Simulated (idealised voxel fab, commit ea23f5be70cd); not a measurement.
Presented below is a process module, voxel air gaps.
The figure presents cross-section cut, which has a width of 235 nm and is divided into square cells with an edge length of 5 nm.
A cross-section is a grid of square cells, given in bands from the top down. A band is one or more rows of cells. The band entry comprises the height of the band's top followed by the height of its bottom, expressed in nm, and subsequently the band's materials from left to right, each stated together with its width in nm. Where a single material is marked with the word "all across", that material fills the band from edge to edge. The word "blank" represents empty space. Heights are reckoned from 0. Under this level, the received wafer is all of one material. The bottommost band is open-ended downward, for example "0..down". The notation "30 to 40" denotes a width that varies across the rows of cells in the band, beginning at the first number in the top row, finishing at the second number in the bottom row, and changing by an identical amount from each row to the next. "no modification", as given for a step, is the statement that not any cell of the cross-section underwent a change during that step. Each empty space that has no open way to the top and spans at least 8 cells appears under "Closed cavities" as width x height at distance, the distance counted from the left edge, all in nm. Anything after a step's settings on that line? It's the simulator's own note about the step. "overlay nm" denotes, for a step that has a mask, the displacement of the mask to the right of its planned place, with negative values corresponding to the left. Each pair of cross-sections that follows straddles one process step: the one shows the state before the step, the other the state after it, down to the lowest band that changed and no further. The step in question, and its settings, are given under the pair. Note that a pair is not necessarily a continuation of the pair above it, since pairs can come from different runs of this module on the same starting wafer; it is a continuation only where its entry headed "Before processing" says so.

**Before processing**
0..down = Si all across
Closed cavities: none

**Post-Step Appearance**
10..0 = SiO2 all across
All layers under 0 are left as they were.
Closed cavities: none
Can you name the step between the two cross-sections above? It is CONFORMAL_DEP, material SiO2, thk nm 10

Before processing: Reference is made to the cross-section shown after the step in the pair directly above, which represents the state prior to this step.

**Post-Step Appearance**
15..10 = SiN all across
All layers under 10 are left as they were.
Closed cavities: none
Can you name the step between the two cross-sections above? It is CONFORMAL_DEP, material SiN, thk nm 5

Before processing: Reference is made to the cross-section shown after the step in the pair directly above, which represents the state prior to this step.

**Post-Step Appearance**
50..15 = SiO2 all across
All layers under 15 are left as they were.
Closed cavities: none
Can you name the step between the two cross-sections above? It is DIRECTIONAL_DEP, material SiO2, thk nm 35

Before processing: Reference is made to the cross-section shown after the step in the pair directly above, which represents the state prior to this step.

**Post-Step Appearance**
50..15 = SiO2 50 / blank 15 / SiO2 25 / blank 15 / SiO2 25 / blank 15 / SiO2 25 / blank 15 / SiO2 50
All layers under 15 are left as they were.
Closed cavities: none
Can you name the step between the two cross-sections above? It is MASKED_ETCH, tone open, mask id LINES, width nm 15, pitch nm 40, etch materials SiO2, depth nm 35, overlay nm 0

Before processing: Reference is made to the cross-section shown after the step in the pair directly above, which represents the state prior to this step.

**Post-Step Appearance**
55..50 = TiN 55 / blank 5 / TiN 35 / blank 5 / TiN 35 / blank 5 / TiN 35 / blank 5 / TiN 55
50..20 = SiO2 50 / TiN 5 / blank 5 / TiN 5 / SiO2 25 / TiN 5 / blank 5 / TiN 5 / SiO2 25 / TiN 5 / blank 5 / TiN 5 / SiO2 25 / TiN 5 / blank 5 / TiN 5 / SiO2 50
20..15 = SiO2 50 / TiN 15 / SiO2 25 / TiN 15 / SiO2 25 / TiN 15 / SiO2 25 / TiN 15 / SiO2 50
All layers under 15 are left as they were.
Closed cavities: none
Can you name the step between the two cross-sections above? It is CONFORMAL_DEP, material TiN, thk nm 5

Before processing: Reference is made to the cross-section shown after the step in the pair directly above, which represents the state prior to this step.

**Post-Step Appearance**
60..55 = Ru all across
55..50 = TiN 55 / Ru 5 / TiN 35 / Ru 5 / TiN 35 / Ru 5 / TiN 35 / Ru 5 / TiN 55
50..20 = SiO2 50 / TiN 5 / Ru 5 / TiN 5 / SiO2 25 / TiN 5 / Ru 5 / TiN 5 / SiO2 25 / TiN 5 / Ru 5 / TiN 5 / SiO2 25 / TiN 5 / Ru 5 / TiN 5 / SiO2 50
All layers under 20 are left as they were.
Closed cavities: none
Can you name the step between the two cross-sections above? It is FILL_DEP, material Ru, thk nm 5

Before processing: Reference is made to the cross-section shown after the step in the pair directly above, which represents the state prior to this step.

**Post-Step Appearance**
50..20 = SiO2 50 / TiN 5 / Ru 5 / TiN 5 / SiO2 25 / TiN 5 / Ru 5 / TiN 5 / SiO2 25 / TiN 5 / Ru 5 / TiN 5 / SiO2 25 / TiN 5 / Ru 5 / TiN 5 / SiO2 50
All layers under 20 are left as they were.
Closed cavities: none
Can you name the step between the two cross-sections above? It is CMP, height nm 50

Before processing: Reference is made to the cross-section shown after the step in the pair directly above, which represents the state prior to this step.

**Post-Step Appearance**
60..50 = blank 40 / Ru 35 / blank 5 / Ru 35 / blank 5 / Ru 35 / blank 5 / Ru 35 / blank 40
All layers under 50 are left as they were.
Closed cavities: none
Can you name the step between the two cross-sections above? It is EPI, material Ru, thk nm 10

Before processing: Reference is made to the cross-section shown after the step in the pair directly above, which represents the state prior to this step.

**Post-Step Appearance**
60..50 = blank 40 / Ru 35 / blank 5 / Ru 35 / blank 5 / Ru 35 / blank 5 / Ru 35 / blank 40
50..20 = blank 50 / TiN 5 / Ru 5 / TiN 5 / blank 25 / TiN 5 / Ru 5 / TiN 5 / blank 25 / TiN 5 / Ru 5 / TiN 5 / blank 25 / TiN 5 / Ru 5 / TiN 5 / blank 50
20..15 = blank 50 / TiN 15 / blank 25 / TiN 15 / blank 25 / TiN 15 / blank 25 / TiN 15 / blank 50
All layers under 15 are left as they were.
Closed cavities: none
Can you name the step between the two cross-sections above? It is SELECTIVE_ETCH, etch materials SiO2, depth nm 45

Before processing: Reference is made to the cross-section shown after the step in the pair directly above, which represents the state prior to this step.

**Post-Step Appearance**
65..60 = blank 35 / SiCN 165 / blank 35
60..50 = blank 35 / SiCN 5 / Ru 35 / SiCN 5 / Ru 35 / SiCN 5 / Ru 35 / SiCN 5 / Ru 35 / SiCN 5 / blank 35
50..45 = blank 35 / SiCN 15 / TiN 5 / Ru 5 / TiN 5 / SiCN 25 / TiN 5 / Ru 5 / TiN 5 / SiCN 25 / TiN 5 / Ru 5 / TiN 5 / SiCN 25 / TiN 5 / Ru 5 / TiN 5 / SiCN 15 / blank 35
45..20 = blank 45 / SiCN 5 / TiN 5 / Ru 5 / TiN 5 / SiCN 5 / blank 15 / SiCN 5 / TiN 5 / Ru 5 / TiN 5 / SiCN 5 / blank 15 / SiCN 5 / TiN 5 / Ru 5 / TiN 5 / SiCN 5 / blank 15 / SiCN 5 / TiN 5 / Ru 5 / TiN 5 / SiCN 5 / blank 45
20..15 = SiCN 50 / TiN 15 / SiCN 25 / TiN 15 / SiCN 25 / TiN 15 / SiCN 25 / TiN 15 / SiCN 50
All layers under 15 are left as they were.
Closed cavities: 15 x 25 at 70; 15 x 25 at 110; 15 x 25 at 150
Can you name the step between the two cross-sections above? It is CONFORMAL_DEP, material SiCN, thk nm 5

**Before processing**
60..50 = blank 40 / Ru 35 / blank 5 / Ru 35 / blank 5 / Ru 35 / blank 5 / Ru 35 / blank 40
50..20 = SiO2 50 / TiN 5 / Ru 5 / TiN 5 / SiO2 25 / TiN 5 / Ru 5 / TiN 5 / SiO2 25 / TiN 5 / Ru 5 / TiN 5 / SiO2 25 / TiN 5 / Ru 5 / TiN 5 / SiO2 50
20..15 = SiO2 50 / TiN 15 / SiO2 25 / TiN 15 / SiO2 25 / TiN 15 / SiO2 25 / TiN 15 / SiO2 50
15..10 = SiN all across
10..0 = SiO2 all across
0..down = Si all across
Closed cavities: none

**Post-Step Appearance**
70..50 = blank 30 / Ru 175 / blank 30
All layers under 50 are left as they were.
Closed cavities: none
Can you name the step between the two cross-sections above? It is EPI, material Ru, thk nm 10

Before processing: Reference is made to the cross-section shown after the step in the pair directly above, which represents the state prior to this step.

**Post-Step Appearance**
70..50 = blank 30 / Ru 175 / blank 30
50..20 = blank 50 / TiN 5 / Ru 5 / TiN 5 / SiO2 25 / TiN 5 / Ru 5 / TiN 5 / SiO2 25 / TiN 5 / Ru 5 / TiN 5 / SiO2 25 / TiN 5 / Ru 5 / TiN 5 / blank 50
20..15 = blank 50 / TiN 15 / SiO2 25 / TiN 15 / SiO2 25 / TiN 15 / SiO2 25 / TiN 15 / blank 50
All layers under 15 are left as they were.
Closed cavities: none
Can you name the step between the two cross-sections above? It is SELECTIVE_ETCH, etch materials SiO2, depth nm 45

Before processing: Reference is made to the cross-section shown after the step in the pair directly above, which represents the state prior to this step.

**Post-Step Appearance**
75..70 = blank 25 / SiCN 185 / blank 25
70..50 = blank 25 / SiCN 5 / Ru 175 / SiCN 5 / blank 25
50..45 = blank 25 / SiCN 25 / TiN 5 / Ru 5 / TiN 5 / SiO2 25 / TiN 5 / Ru 5 / TiN 5 / SiO2 25 / TiN 5 / Ru 5 / TiN 5 / SiO2 25 / TiN 5 / Ru 5 / TiN 5 / SiCN 25 / blank 25
45..20 = blank 45 / SiCN 5 / TiN 5 / Ru 5 / TiN 5 / SiO2 25 / TiN 5 / Ru 5 / TiN 5 / SiO2 25 / TiN 5 / Ru 5 / TiN 5 / SiO2 25 / TiN 5 / Ru 5 / TiN 5 / SiCN 5 / blank 45
20..15 = SiCN 50 / TiN 15 / SiO2 25 / TiN 15 / SiO2 25 / TiN 15 / SiO2 25 / TiN 15 / SiCN 50
All layers under 15 are left as they were.
Closed cavities: none
Can you name the step between the two cross-sections above? It is CONFORMAL_DEP, material SiCN, thk nm 5

**Before processing**
50..20 = SiO2 50 / TiN 5 / Ru 5 / TiN 5 / SiO2 25 / TiN 5 / Ru 5 / TiN 5 / SiO2 25 / TiN 5 / Ru 5 / TiN 5 / SiO2 25 / TiN 5 / Ru 5 / TiN 5 / SiO2 50
20..15 = SiO2 50 / TiN 15 / SiO2 25 / TiN 15 / SiO2 25 / TiN 15 / SiO2 25 / TiN 15 / SiO2 50
15..10 = SiN all across
10..0 = SiO2 all across
0..down = Si all across
Closed cavities: none

**Post-Step Appearance**
50..20 = blank 50 / TiN 5 / Ru 5 / TiN 5 / blank 25 / TiN 5 / Ru 5 / TiN 5 / blank 25 / TiN 5 / Ru 5 / TiN 5 / blank 25 / TiN 5 / Ru 5 / TiN 5 / blank 50
20..15 = blank 50 / TiN 15 / blank 25 / TiN 15 / blank 25 / TiN 15 / blank 25 / TiN 15 / blank 50
All layers under 15 are left as they were.
Closed cavities: none
Can you name the step between the two cross-sections above? It is SELECTIVE_ETCH, etch materials SiO2, depth nm 45

Before processing: Reference is made to the cross-section shown after the step in the pair directly above, which represents the state prior to this step.

**Post-Step Appearance**
60..50 = blank 40 / Ru 35 / blank 5 / Ru 35 / blank 5 / Ru 35 / blank 5 / Ru 35 / blank 40
50..20 = blank 40 / Ru 10 / TiN 5 / Ru 5 / TiN 5 / Ru 10 / blank 5 / Ru 10 / TiN 5 / Ru 5 / TiN 5 / Ru 10 / blank 5 / Ru 10 / TiN 5 / Ru 5 / TiN 5 / Ru 10 / blank 5 / Ru 10 / TiN 5 / Ru 5 / TiN 5 / Ru 10 / blank 40
20..15 = blank 40 / Ru 10 / TiN 15 / Ru 10 / blank 5 / Ru 10 / TiN 15 / Ru 10 / blank 5 / Ru 10 / TiN 15 / Ru 10 / blank 5 / Ru 10 / TiN 15 / Ru 10 / blank 40
All layers under 15 are left as they were.
Closed cavities: none
Can you name the step between the two cross-sections above? It is EPI, material Ru, thk nm 10

Before processing: Reference is made to the cross-section shown after the step in the pair directly above, which represents the state prior to this step.

**Post-Step Appearance**
65..60 = blank 35 / SiCN 165 / blank 35
60..50 = blank 35 / SiCN 5 / Ru 35 / SiCN 5 / Ru 35 / SiCN 5 / Ru 35 / SiCN 5 / Ru 35 / SiCN 5 / blank 35
50..20 = blank 35 / SiCN 5 / Ru 10 / TiN 5 / Ru 5 / TiN 5 / Ru 10 / SiCN 5 / Ru 10 / TiN 5 / Ru 5 / TiN 5 / Ru 10 / SiCN 5 / Ru 10 / TiN 5 / Ru 5 / TiN 5 / Ru 10 / SiCN 5 / Ru 10 / TiN 5 / Ru 5 / TiN 5 / Ru 10 / SiCN 5 / blank 35
20..15 = SiCN 40 / Ru 10 / TiN 15 / Ru 10 / SiCN 5 / Ru 10 / TiN 15 / Ru 10 / SiCN 5 / Ru 10 / TiN 15 / Ru 10 / SiCN 5 / Ru 10 / TiN 15 / Ru 10 / SiCN 40
All layers under 15 are left as they were.
Closed cavities: none
Can you name the step between the two cross-sections above? It is CONFORMAL_DEP, material SiCN, thk nm 5

**Before processing**
60..55 = Ru all across
55..50 = TiN 55 / Ru 5 / TiN 35 / Ru 5 / TiN 35 / Ru 5 / TiN 35 / Ru 5 / TiN 55
50..20 = SiO2 50 / TiN 5 / Ru 5 / TiN 5 / SiO2 25 / TiN 5 / Ru 5 / TiN 5 / SiO2 25 / TiN 5 / Ru 5 / TiN 5 / SiO2 25 / TiN 5 / Ru 5 / TiN 5 / SiO2 50
20..15 = SiO2 50 / TiN 15 / SiO2 25 / TiN 15 / SiO2 25 / TiN 15 / SiO2 25 / TiN 15 / SiO2 50
15..10 = SiN all across
10..0 = SiO2 all across
0..down = Si all across
Closed cavities: none

**Post-Step Appearance**
45..20 = SiO2 50 / TiN 5 / Ru 5 / TiN 5 / SiO2 25 / TiN 5 / Ru 5 / TiN 5 / SiO2 25 / TiN 5 / Ru 5 / TiN 5 / SiO2 25 / TiN 5 / Ru 5 / TiN 5 / SiO2 50
All layers under 20 are left as they were.
Closed cavities: none
Can you name the step between the two cross-sections above? It is CMP, height nm 45

Before processing: Reference is made to the cross-section shown after the step in the pair directly above, which represents the state prior to this step.

**Post-Step Appearance**
55..45 = blank 40 / Ru 35 / blank 5 / Ru 35 / blank 5 / Ru 35 / blank 5 / Ru 35 / blank 40
All layers under 45 are left as they were.
Closed cavities: none
Can you name the step between the two cross-sections above? It is EPI, material Ru, thk nm 10

Before processing: Reference is made to the cross-section shown after the step in the pair directly above, which represents the state prior to this step.

**Post-Step Appearance**
55..45 = blank 40 / Ru 35 / blank 5 / Ru 35 / blank 5 / Ru 35 / blank 5 / Ru 35 / blank 40
45..20 = blank 50 / TiN 5 / Ru 5 / TiN 5 / blank 25 / TiN 5 / Ru 5 / TiN 5 / blank 25 / TiN 5 / Ru 5 / TiN 5 / blank 25 / TiN 5 / Ru 5 / TiN 5 / blank 50
20..15 = blank 50 / TiN 15 / blank 25 / TiN 15 / blank 25 / TiN 15 / blank 25 / TiN 15 / blank 50
All layers under 15 are left as they were.
Closed cavities: none
Can you name the step between the two cross-sections above? It is SELECTIVE_ETCH, etch materials SiO2, depth nm 45

Before processing: Reference is made to the cross-section shown after the step in the pair directly above, which represents the state prior to this step.

**Post-Step Appearance**
60..55 = blank 35 / SiCN 165 / blank 35
55..45 = blank 35 / SiCN 5 / Ru 35 / SiCN 5 / Ru 35 / SiCN 5 / Ru 35 / SiCN 5 / Ru 35 / SiCN 5 / blank 35
45..40 = blank 35 / SiCN 15 / TiN 5 / Ru 5 / TiN 5 / SiCN 25 / TiN 5 / Ru 5 / TiN 5 / SiCN 25 / TiN 5 / Ru 5 / TiN 5 / SiCN 25 / TiN 5 / Ru 5 / TiN 5 / SiCN 15 / blank 35
40..20 = blank 45 / SiCN 5 / TiN 5 / Ru 5 / TiN 5 / SiCN 5 / blank 15 / SiCN 5 / TiN 5 / Ru 5 / TiN 5 / SiCN 5 / blank 15 / SiCN 5 / TiN 5 / Ru 5 / TiN 5 / SiCN 5 / blank 15 / SiCN 5 / TiN 5 / Ru 5 / TiN 5 / SiCN 5 / blank 45
20..15 = SiCN 50 / TiN 15 / SiCN 25 / TiN 15 / SiCN 25 / TiN 15 / SiCN 25 / TiN 15 / SiCN 50
All layers under 15 are left as they were.
Closed cavities: 15 x 20 at 70; 15 x 20 at 110; 15 x 20 at 150
Can you name the step between the two cross-sections above? It is CONFORMAL_DEP, material SiCN, thk nm 5

**Before processing**
50..15 = SiO2 all across
15..10 = SiN all across
10..0 = SiO2 all across
0..down = Si all across
Closed cavities: none

**Post-Step Appearance**
50..15 = SiO2 50 / blank 20 / SiO2 20 / blank 20 / SiO2 20 / blank 20 / SiO2 20 / blank 20 / SiO2 45
All layers under 15 are left as they were.
Closed cavities: none
Can you name the step between the two cross-sections above? It is MASKED_ETCH, tone open, mask id LINES, width nm 20, pitch nm 40, etch materials SiO2, depth nm 35, overlay nm 0

Before processing: Reference is made to the cross-section shown after the step in the pair directly above, which represents the state prior to this step.

**Post-Step Appearance**
55..50 = TiN 55 / blank 10 / TiN 30 / blank 10 / TiN 30 / blank 10 / TiN 30 / blank 10 / TiN 50
50..20 = SiO2 50 / TiN 5 / blank 10 / TiN 5 / SiO2 20 / TiN 5 / blank 10 / TiN 5 / SiO2 20 / TiN 5 / blank 10 / TiN 5 / SiO2 20 / TiN 5 / blank 10 / TiN 5 / SiO2 45
20..15 = SiO2 50 / TiN 20 / SiO2 20 / TiN 20 / SiO2 20 / TiN 20 / SiO2 20 / TiN 20 / SiO2 45
All layers under 15 are left as they were.
Closed cavities: none
Can you name the step between the two cross-sections above? It is CONFORMAL_DEP, material TiN, thk nm 5

Before processing: Reference is made to the cross-section shown after the step in the pair directly above, which represents the state prior to this step.

**Post-Step Appearance**
60..55 = Ru all across
55..50 = TiN 55 / Ru 10 / TiN 30 / Ru 10 / TiN 30 / Ru 10 / TiN 30 / Ru 10 / TiN 50
50..20 = SiO2 50 / TiN 5 / Ru 10 / TiN 5 / SiO2 20 / TiN 5 / Ru 10 / TiN 5 / SiO2 20 / TiN 5 / Ru 10 / TiN 5 / SiO2 20 / TiN 5 / Ru 10 / TiN 5 / SiO2 45
All layers under 20 are left as they were.
Closed cavities: none
Can you name the step between the two cross-sections above? It is FILL_DEP, material Ru, thk nm 5

Before processing: Reference is made to the cross-section shown after the step in the pair directly above, which represents the state prior to this step.

**Post-Step Appearance**
50..20 = SiO2 50 / TiN 5 / Ru 10 / TiN 5 / SiO2 20 / TiN 5 / Ru 10 / TiN 5 / SiO2 20 / TiN 5 / Ru 10 / TiN 5 / SiO2 20 / TiN 5 / Ru 10 / TiN 5 / SiO2 45
All layers under 20 are left as they were.
Closed cavities: none
Can you name the step between the two cross-sections above? It is CMP, height nm 50

Before processing: Reference is made to the cross-section shown after the step in the pair directly above, which represents the state prior to this step.

**Post-Step Appearance**
60..50 = blank 40 / Ru 160 / blank 35
All layers under 50 are left as they were.
Closed cavities: none
Can you name the step between the two cross-sections above? It is EPI, material Ru, thk nm 10

Before processing: Reference is made to the cross-section shown after the step in the pair directly above, which represents the state prior to this step.

**Post-Step Appearance**
60..50 = blank 40 / Ru 160 / blank 35
50..20 = blank 50 / TiN 5 / Ru 10 / TiN 5 / SiO2 20 / TiN 5 / Ru 10 / TiN 5 / SiO2 20 / TiN 5 / Ru 10 / TiN 5 / SiO2 20 / TiN 5 / Ru 10 / TiN 5 / blank 45
20..15 = blank 50 / TiN 20 / SiO2 20 / TiN 20 / SiO2 20 / TiN 20 / SiO2 20 / TiN 20 / blank 45
All layers under 15 are left as they were.
Closed cavities: none
Can you name the step between the two cross-sections above? It is SELECTIVE_ETCH, etch materials SiO2, depth nm 45

Before processing: Reference is made to the cross-section shown after the step in the pair directly above, which represents the state prior to this step.

**Post-Step Appearance**
65..60 = blank 35 / SiCN 170 / blank 30
60..50 = blank 35 / SiCN 5 / Ru 160 / SiCN 5 / blank 30
50..45 = blank 35 / SiCN 15 / TiN 5 / Ru 10 / TiN 5 / SiO2 20 / TiN 5 / Ru 10 / TiN 5 / SiO2 20 / TiN 5 / Ru 10 / TiN 5 / SiO2 20 / TiN 5 / Ru 10 / TiN 5 / SiCN 15 / blank 30
45..20 = blank 45 / SiCN 5 / TiN 5 / Ru 10 / TiN 5 / SiO2 20 / TiN 5 / Ru 10 / TiN 5 / SiO2 20 / TiN 5 / Ru 10 / TiN 5 / SiO2 20 / TiN 5 / Ru 10 / TiN 5 / SiCN 5 / blank 40
20..15 = SiCN 50 / TiN 20 / SiO2 20 / TiN 20 / SiO2 20 / TiN 20 / SiO2 20 / TiN 20 / SiCN 45
All layers under 15 are left as they were.
Closed cavities: none
Can you name the step between the two cross-sections above? It is CONFORMAL_DEP, material SiCN, thk nm 5

**Before processing**
50..15 = SiO2 all across
15..10 = SiN all across
10..0 = SiO2 all across
0..down = Si all across
Closed cavities: none

**Post-Step Appearance**
50..15 = SiO2 60 / blank 15 / SiO2 25 / blank 15 / SiO2 25 / blank 15 / SiO2 25 / blank 15 / SiO2 40
All layers under 15 are left as they were.
Closed cavities: none
Can you name the step between the two cross-sections above? It is MASKED_ETCH, tone open, mask id LINES, width nm 15, pitch nm 40, etch materials SiO2, depth nm 35, overlay nm 10

Before processing: Reference is made to the cross-section shown after the step in the pair directly above, which represents the state prior to this step.

**Post-Step Appearance**
55..50 = TiN 65 / blank 5 / TiN 35 / blank 5 / TiN 35 / blank 5 / TiN 35 / blank 5 / TiN 45
50..20 = SiO2 60 / TiN 5 / blank 5 / TiN 5 / SiO2 25 / TiN 5 / blank 5 / TiN 5 / SiO2 25 / TiN 5 / blank 5 / TiN 5 / SiO2 25 / TiN 5 / blank 5 / TiN 5 / SiO2 40
20..15 = SiO2 60 / TiN 15 / SiO2 25 / TiN 15 / SiO2 25 / TiN 15 / SiO2 25 / TiN 15 / SiO2 40
All layers under 15 are left as they were.
Closed cavities: none
Can you name the step between the two cross-sections above? It is CONFORMAL_DEP, material TiN, thk nm 5

Before processing: Reference is made to the cross-section shown after the step in the pair directly above, which represents the state prior to this step.

**Post-Step Appearance**
60..55 = Ru all across
55..50 = TiN 65 / Ru 5 / TiN 35 / Ru 5 / TiN 35 / Ru 5 / TiN 35 / Ru 5 / TiN 45
50..20 = SiO2 60 / TiN 5 / Ru 5 / TiN 5 / SiO2 25 / TiN 5 / Ru 5 / TiN 5 / SiO2 25 / TiN 5 / Ru 5 / TiN 5 / SiO2 25 / TiN 5 / Ru 5 / TiN 5 / SiO2 40
All layers under 20 are left as they were.
Closed cavities: none
Can you name the step between the two cross-sections above? It is FILL_DEP, material Ru, thk nm 5

Before processing: Reference is made to the cross-section shown after the step in the pair directly above, which represents the state prior to this step.

**Post-Step Appearance**
50..20 = SiO2 60 / TiN 5 / Ru 5 / TiN 5 / SiO2 25 / TiN 5 / Ru 5 / TiN 5 / SiO2 25 / TiN 5 / Ru 5 / TiN 5 / SiO2 25 / TiN 5 / Ru 5 / TiN 5 / SiO2 40
All layers under 20 are left as they were.
Closed cavities: none
Can you name the step between the two cross-sections above? It is CMP, height nm 50

Before processing: Reference is made to the cross-section shown after the step in the pair directly above, which represents the state prior to this step.

**Post-Step Appearance**
60..50 = blank 50 / Ru 35 / blank 5 / Ru 35 / blank 5 / Ru 35 / blank 5 / Ru 35 / blank 30
All layers under 50 are left as they were.
Closed cavities: none
Can you name the step between the two cross-sections above? It is EPI, material Ru, thk nm 10

Before processing: Reference is made to the cross-section shown after the step in the pair directly above, which represents the state prior to this step.

**Post-Step Appearance**
60..50 = blank 50 / Ru 35 / blank 5 / Ru 35 / blank 5 / Ru 35 / blank 5 / Ru 35 / blank 30
50..20 = blank 60 / TiN 5 / Ru 5 / TiN 5 / blank 25 / TiN 5 / Ru 5 / TiN 5 / blank 25 / TiN 5 / Ru 5 / TiN 5 / blank 25 / TiN 5 / Ru 5 / TiN 5 / blank 40
20..15 = blank 60 / TiN 15 / blank 25 / TiN 15 / blank 25 / TiN 15 / blank 25 / TiN 15 / blank 40
All layers under 15 are left as they were.
Closed cavities: none
Can you name the step between the two cross-sections above? It is SELECTIVE_ETCH, etch materials SiO2, depth nm 45

Before processing: Reference is made to the cross-section shown after the step in the pair directly above, which represents the state prior to this step.

**Post-Step Appearance**
65..60 = blank 45 / SiCN 165 / blank 25
60..50 = blank 45 / SiCN 5 / Ru 35 / SiCN 5 / Ru 35 / SiCN 5 / Ru 35 / SiCN 5 / Ru 35 / SiCN 5 / blank 25
50..45 = blank 45 / SiCN 15 / TiN 5 / Ru 5 / TiN 5 / SiCN 25 / TiN 5 / Ru 5 / TiN 5 / SiCN 25 / TiN 5 / Ru 5 / TiN 5 / SiCN 25 / TiN 5 / Ru 5 / TiN 5 / SiCN 15 / blank 25
45..20 = blank 55 / SiCN 5 / TiN 5 / Ru 5 / TiN 5 / SiCN 5 / blank 15 / SiCN 5 / TiN 5 / Ru 5 / TiN 5 / SiCN 5 / blank 15 / SiCN 5 / TiN 5 / Ru 5 / TiN 5 / SiCN 5 / blank 15 / SiCN 5 / TiN 5 / Ru 5 / TiN 5 / SiCN 5 / blank 35
20..15 = SiCN 60 / TiN 15 / SiCN 25 / TiN 15 / SiCN 25 / TiN 15 / SiCN 25 / TiN 15 / SiCN 40
All layers under 15 are left as they were.
Closed cavities: 15 x 25 at 80; 15 x 25 at 120; 15 x 25 at 160
Can you name the step between the two cross-sections above? It is CONFORMAL_DEP, material SiCN, thk nm 5

**Before processing**
50..15 = SiO2 50 / blank 15 / SiO2 25 / blank 15 / SiO2 25 / blank 15 / SiO2 25 / blank 15 / SiO2 50
15..10 = SiN all across
10..0 = SiO2 all across
0..down = Si all across
Closed cavities: none

**Post-Step Appearance**
55..50 = SiCN 55 / blank 5 / SiCN 35 / blank 5 / SiCN 35 / blank 5 / SiCN 35 / blank 5 / SiCN 55
50..20 = SiO2 50 / SiCN 5 / blank 5 / SiCN 5 / SiO2 25 / SiCN 5 / blank 5 / SiCN 5 / SiO2 25 / SiCN 5 / blank 5 / SiCN 5 / SiO2 25 / SiCN 5 / blank 5 / SiCN 5 / SiO2 50
20..15 = SiO2 50 / SiCN 15 / SiO2 25 / SiCN 15 / SiO2 25 / SiCN 15 / SiO2 25 / SiCN 15 / SiO2 50
All layers under 15 are left as they were.
Closed cavities: none
Can you name the step between the two cross-sections above? It is CONFORMAL_DEP, material SiCN, thk nm 5

Before processing: Reference is made to the cross-section shown after the step in the pair directly above, which represents the state prior to this step.

**Post-Step Appearance**
60..55 = Ru all across
55..50 = SiCN 55 / Ru 5 / SiCN 35 / Ru 5 / SiCN 35 / Ru 5 / SiCN 35 / Ru 5 / SiCN 55
50..20 = SiO2 50 / SiCN 5 / Ru 5 / SiCN 5 / SiO2 25 / SiCN 5 / Ru 5 / SiCN 5 / SiO2 25 / SiCN 5 / Ru 5 / SiCN 5 / SiO2 25 / SiCN 5 / Ru 5 / SiCN 5 / SiO2 50
All layers under 20 are left as they were.
Closed cavities: none
Can you name the step between the two cross-sections above? It is FILL_DEP, material Ru, thk nm 5

Before processing: Reference is made to the cross-section shown after the step in the pair directly above, which represents the state prior to this step.

**Post-Step Appearance**
50..20 = SiO2 50 / SiCN 5 / Ru 5 / SiCN 5 / SiO2 25 / SiCN 5 / Ru 5 / SiCN 5 / SiO2 25 / SiCN 5 / Ru 5 / SiCN 5 / SiO2 25 / SiCN 5 / Ru 5 / SiCN 5 / SiO2 50
All layers under 20 are left as they were.
Closed cavities: none
Can you name the step between the two cross-sections above? It is CMP, height nm 50

Before processing: Reference is made to the cross-section shown after the step in the pair directly above, which represents the state prior to this step.

**Post-Step Appearance**
60..50 = blank 45 / Ru 25 / blank 15 / Ru 25 / blank 15 / Ru 25 / blank 15 / Ru 25 / blank 45
All layers under 50 are left as they were.
Closed cavities: none
Can you name the step between the two cross-sections above? It is EPI, material Ru, thk nm 10

Before processing: Reference is made to the cross-section shown after the step in the pair directly above, which represents the state prior to this step.

**Post-Step Appearance**
60..50 = blank 45 / Ru 25 / blank 15 / Ru 25 / blank 15 / Ru 25 / blank 15 / Ru 25 / blank 45
50..20 = blank 50 / SiCN 5 / Ru 5 / SiCN 5 / blank 25 / SiCN 5 / Ru 5 / SiCN 5 / blank 25 / SiCN 5 / Ru 5 / SiCN 5 / blank 25 / SiCN 5 / Ru 5 / SiCN 5 / blank 50
20..15 = blank 50 / SiCN 15 / blank 25 / SiCN 15 / blank 25 / SiCN 15 / blank 25 / SiCN 15 / blank 50
All layers under 15 are left as they were.
Closed cavities: none
Can you name the step between the two cross-sections above? It is SELECTIVE_ETCH, etch materials SiO2, depth nm 45

Before processing: Reference is made to the cross-section shown after the step in the pair directly above, which represents the state prior to this step.

**Post-Step Appearance**
65..60 = blank 40 / SiCN 35 / blank 5 / SiCN 35 / blank 5 / SiCN 35 / blank 5 / SiCN 35 / blank 40
60..50 = blank 40 / SiCN 5 / Ru 25 / SiCN 5 / blank 5 / SiCN 5 / Ru 25 / SiCN 5 / blank 5 / SiCN 5 / Ru 25 / SiCN 5 / blank 5 / SiCN 5 / Ru 25 / SiCN 5 / blank 40
50..45 = blank 40 / SiCN 15 / Ru 5 / SiCN 15 / blank 5 / SiCN 15 / Ru 5 / SiCN 15 / blank 5 / SiCN 15 / Ru 5 / SiCN 15 / blank 5 / SiCN 15 / Ru 5 / SiCN 15 / blank 40
45..20 = blank 45 / SiCN 10 / Ru 5 / SiCN 10 / blank 15 / SiCN 10 / Ru 5 / SiCN 10 / blank 15 / SiCN 10 / Ru 5 / SiCN 10 / blank 15 / SiCN 10 / Ru 5 / SiCN 10 / blank 45
20..15 = SiCN all across
All layers under 15 are left as they were.
Closed cavities: none
Can you name the step between the two cross-sections above? It is CONFORMAL_DEP, material SiCN, thk nm 5

**Before processing**
50..15 = SiO2 all across
15..10 = SiN all across
10..0 = SiO2 all across
0..down = Si all across
Closed cavities: none

**Post-Step Appearance**
50..15 = blank 50 / SiO2 15 / blank 25 / SiO2 15 / blank 25 / SiO2 15 / blank 25 / SiO2 15 / blank 50
All layers under 15 are left as they were.
Closed cavities: none
Can you name the step between the two cross-sections above? It is MASKED_ETCH, tone cover, mask id LINES, width nm 15, pitch nm 40, etch materials SiO2, depth nm 35, overlay nm 0

Before processing: Reference is made to the cross-section shown after the step in the pair directly above, which represents the state prior to this step.

**Post-Step Appearance**
55..50 = blank 45 / TiN 25 / blank 15 / TiN 25 / blank 15 / TiN 25 / blank 15 / TiN 25 / blank 45
50..20 = blank 45 / TiN 5 / SiO2 15 / TiN 5 / blank 15 / TiN 5 / SiO2 15 / TiN 5 / blank 15 / TiN 5 / SiO2 15 / TiN 5 / blank 15 / TiN 5 / SiO2 15 / TiN 5 / blank 45
20..15 = TiN 50 / SiO2 15 / TiN 25 / SiO2 15 / TiN 25 / SiO2 15 / TiN 25 / SiO2 15 / TiN 50
All layers under 15 are left as they were.
Closed cavities: none
Can you name the step between the two cross-sections above? It is CONFORMAL_DEP, material TiN, thk nm 5
